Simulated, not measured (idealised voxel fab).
Presented below is a process module, voxel released beams.
In the cross-section labelled cut, the width is 145 nm and each square cell is 5 nm.
Throughout this document, each cross-section is represented as a grid of square cells and is presented as a sequence of bands enumerated from the top downward, where a band comprises one or more rows of cells.
The entry gives the band's vertical extent as a top height and a bottom height in nm, then its horizontal make-up as materials from left to right, each with a width in nm. "air" stands for empty space; a single material marked "full width" fills the band edge to edge.
Measure heights from 0. That's the level where, below it, the as-received wafer is all one material. The lowest band is bottomless and extends downward; write it as in "top 0, no bottom".
Graded width ("30..40"): value in top row of band = first number; value in bottom row = second number; row-to-row change constant.
"no change" (step): cross-section cells unchanged, all of them.
"Unvented voids" specifies each empty space that is not open to the top and that occupies no fewer than 8 cells, using the form width x height at distance, the distance measured from the left edge and all three quantities in nm.
Formally, on a step line, whatever follows the settings is a remark that the simulator itself makes on the step.
"overlay nm", when on a step's line for a step with a mask, measures how far to the right of its planned place the mask lay; a negative measure means to the left.

-- The following list gives the planned process steps
- 1: RECEIVE | material Si
- 2: CONFORMAL_DEP | material Al2O3 | thk nm 10
- 3: DIRECTIONAL_DEP | material SiO2 | thk nm 10
- 4: MASKED_ETCH | tone open | mask id ANCHOR | width nm 40 | etch materials SiO2 | depth nm 10 | overlay nm 0
- 5: CONFORMAL_DEP | material SiN | thk nm 15
- 6: MASKED_ETCH | tone cover | mask id BEAM | width nm 85 | etch materials SiN | depth nm 15 | overlay nm 0
- 7: STRIP | etch materials SiO2

-- Incoming wafer in cross-section (state: after step 1)
  top 0, no bottom = Si full width
  Unvented voids: none

-- One mistake in running the module, otherwise start and plan as above: cross-section at the end
  top 35, bottom 25 = air (25) / SiN (20) / air (10) / SiN (55) / air (35)
  top 25, bottom 20 = air (25) / SiN (85) / air (35)
  top 20, bottom 10 = air (30) / SiN (40) / air (75)
  top 10, bottom 0 = SiN full width
  top 0, no bottom = Si full width
  Unvented voids: none
Deviation from plan: step 2 did not happen as planned, as run it was CONFORMAL_DEP | material SiN | thk nm 10
